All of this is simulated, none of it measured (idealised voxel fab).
The following process module bears the name voxel released beams.
This is section cut - it's 240 nm across, gridded in 5 nm square cells.
How to read a cross-section here: the picture is a grid of square cells, written as bands going from the top down, and any band can span one or more rows of cells.
Within each band entry, the heights of the top and of the bottom of the band appear first, in that order and in nm; the materials of the band then follow from left to right, each with its corresponding width in nm. The designation "full width" on a single material indicates that it fills the band from edge to edge; the designation "air" indicates empty space.
Measure heights from 0. That's the level where, below it, the as-received wafer is all one material. The lowest band is bottomless and extends downward; write it as in "top 0, no bottom".
A width such as "30->40" changes by the same amount from each row of cells to the next, from the band's top row to its bottom row.
"no change" for a step: no cell of the cross-section changed in that step.
The label "Non-vented voids" introduces a list of the empty spaces, 8 cells or larger, that have no open way up to the top; each entry in it reads width x height at distance, where the distance is taken from the left edge and all three are stated in nm.
Post-settings text on a step line: simulator's own remark regarding the step.
Among the settings permitted on a step's line is "overlay nm"; applied to a step with a mask, it specifies the extent to which the mask lay to the right of its planned position, whereas a negative figure signifies a position to the left.
Intended process steps
1,RECEIVE (material Si)
2,CONFORMAL_DEP (material SiN; thk nm 5)
3,DIRECTIONAL_DEP (material SiO2; thk nm 15)
4,PATTERN (tone open; mask id ANCHOR; material resist; width nm 40; thk nm 15; overlay nm 0)
5,DIRECTIONAL_ETCH (etch materials SiO2; depth nm 15)
6,STRIP (etch materials resist)
7,CONFORMAL_DEP (material TiN; thk nm 15)
8,MASKED_ETCH (tone cover; mask id BEAM; width nm 85; etch materials TiN; depth nm 15; overlay nm 0)
9,STRIP (etch materials SiO2)
Cross-section: wafer on arrival = after step 1
    top 0, no bottom: Si full width
    Non-vented voids: none
First of two wafers: cross-section at end of module, run per plan
    top 35, bottom 20: air 75 nm / TiN 20 nm / air 10 nm / TiN 55 nm / air 80 nm
    top 20, bottom 5: air 80 nm / TiN 40 nm / air 120 nm
    top 5, bottom 0: SiN full width
    top 0, no bottom: Si full width
    Non-vented voids: none
Wafer two cross-section, module end. Start and plan unchanged from wafer one; one mistake made during the run
    top 50, bottom 35: air 75 nm / TiN 85 nm / air 80 nm
    top 35, bottom 20: TiN full width
    top 20, bottom 5: SiO2 80 nm / TiN 40 nm / SiO2 120 nm
    top 5, bottom 0: SiN full width
    top 0, no bottom: Si full width
    Non-vented voids: none
The plan and the run diverged here: execution of plan step 7 occurred twice
Final comparison by cell count, materials where the second wafer has more or fewer than the first: 120 more of SiO2, 150 more of TiN
